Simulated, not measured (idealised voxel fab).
The name of this process module is voxel air gaps.
FYI the section here is cut, 195 nm wide, cells are 5 nm squares.
Just so we're on the same page, the cross-sections are grids of square cells, and they're listed out in bands top to bottom, each band one or more rows deep. For a band, the entry starts with two heights in nm, that of the top and then that of the bottom, and carries on with the band's materials in order from left to right, each alongside its width in nm; the word "full width" beside a single material means it fills the band edge to edge, and "empty" means empty space. Below 0: as-received wafer, all one material; heights counted from there. Lowest band: no bottom, goes on down, written "0..down". Top row gets the first number, bottom row gets the second, and each row in between changes by the same step: that is how a band width like "30..40" works. Where a step carries "remained the same", the cross-section came out of it unchanged, cell for cell. In "Enclosed void list" the enclosed voids are listed, meaning empty spaces of 8 cells or larger without any opening to the top. The form is width x height at distance, distance from the left edge, units nm. Whatever follows a step's settings on its line is a remark the simulator itself makes about that step. overlay nm: right-of-plan distance of the mask on a masked step; negative values mean left-of-plan.

SET OUT BELOW ARE THE PLANNED STEPS OF THE PROCESS
step 1: RECEIVE: material Si
step 2: CONFORMAL_DEP: material SiO2, thk nm 10
step 3: CONFORMAL_DEP: material SiN, thk nm 5
step 4: DIRECTIONAL_DEP: material SiO2, thk nm 35
step 5: MASKED_ETCH: tone open, mask id LINES, width nm 15, pitch nm 40, etch materials SiO2, depth nm 35, overlay nm 0
step 6: CONFORMAL_DEP: material TiN, thk nm 5
step 7: FILL_DEP: material W, thk nm 10
step 8: CMP: height nm 40
step 9: EPI: material Ru, thk nm 10
step 10: SELECTIVE_ETCH: etch materials SiO2, depth nm 45
step 11: CONFORMAL_DEP: material SiN, thk nm 5
Split variable: height nm, step 8. Plan value = first wafer. Wafers start alike.

CROSS-SECTION OF THE FIRST INCOMING WAFER OF SEVERAL, STATE AFTER STEP 1
* 0..down  Si full width
* Enclosed void list: none

EACH ROW BELOW IS A WAFER AT THE END OF THE MODULE, LISTING FOR EVERY MATERIAL THE NUMBER OF CELLS IT HAS GAINED (+) OR LOST (-) SINCE IT WAS RECEIVED, FOLLOWED BY ITS CLOSED VOIDS
height nm 40 | +42 Ru | +136 SiN | +78 SiO2 | +33 TiN | +12 W | Enclosed void list: 15 x 15 at 70; 15 x 15 at 110
height nm 45 | +42 Ru | +142 SiN | +78 SiO2 | +39 TiN | +15 W | Enclosed void list: 15 x 20 at 70; 15 x 20 at 110
height nm 50 | +42 Ru | +148 SiN | +78 SiO2 | +45 TiN | +18 W | Enclosed void list: 15 x 25 at 70; 15 x 25 at 110
height nm 55 | +78 Ru | +78 SiN | +288 SiO2 | +81 TiN | +21 W | Enclosed void list: none
height nm 60 | +78 Ru | +78 SiN | +288 SiO2 | +81 TiN | +60 W | Enclosed void list: none
height nm 65 | +78 Ru | +78 SiN | +288 SiO2 | +81 TiN | +99 W | Enclosed void list: none
